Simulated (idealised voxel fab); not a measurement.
This is a process module. Its name is voxel lift off.
Section shown: cut. Width: 170 nm. Cell size: 5 nm, square.
For the purposes of this document, a cross-section shall be understood as a grid of square cells, specified as bands listed in top-to-bottom order, each band consisting of one or more rows of cells.
Band: top and bottom heights (nm) first, top before bottom; then materials from left to right, widths in nm. "full width" marks a sole material filling the band edge to edge. "empty" denotes empty space.
Height 0 is the level under which the wafer as received is all one material. The lowest band goes on downwards, as in "0 and below".
It should be noted that a width expressed as "30->40" varies in equal increments from row to row of cells within the band, taking the value of the first number at the top row and that of the second number at the bottom row.
Reading "nothing different" for a step: not a cell of the cross-section changed in it.
The list in "Closed internal cavities" covers empty spaces of 8 cells or more that cannot reach the top through any open way, and it gives each as width x height at distance; the distance is from the left edge, and width, height and distance are in nm.
It should be noted that, on the line of a given step, the content following the step's settings is a remark produced by the simulator itself with respect to that step.
For masked steps, "overlay nm" on the step line gives how far right of plan the mask actually lay; a minus sign means it lay to the left.
## Here's what the planned process steps look like
| 1 | RECEIVE with material Si |
| 2 | CONFORMAL_DEP with material SiN, thk nm 5 |
| 3 | PATTERN with tone open, mask id LINES, material resist, width nm 20, pitch nm 50, thk nm 25, overlay nm 0 |
| 4 | DIRECTIONAL_DEP with material Ru, thk nm 10 |
| 5 | STRIP with etch materials resist |
| 6 | CONFORMAL_DEP with material SiCN, thk nm 5 |
## Wafer at receipt (post step 1), cross-section
> 0 and below: Si full width
> Closed internal cavities: none
## End-of-module cross-section. Starting structure and process plan as above; one mistake made in running it
> 20 down to 15: empty: 45, SiCN: 30, empty: 20, SiCN: 30, empty: 45
> 15 down to 10: empty: 45, SiCN: 5, Ru: 20, SiCN: 5, empty: 20, SiCN: 5, Ru: 20, SiCN: 5, empty: 45
> 10 down to 5: SiCN: 50, Ru: 20, SiCN: 30, Ru: 20, SiCN: 50
> 5 down to 0: Ru full width
> 0 and below: Si full width
> Closed internal cavities: none
So what did we get wrong on this run? the process deviated at step 2: the operation and settings actually run there were CONFORMAL_DEP with material Ru, thk nm 5
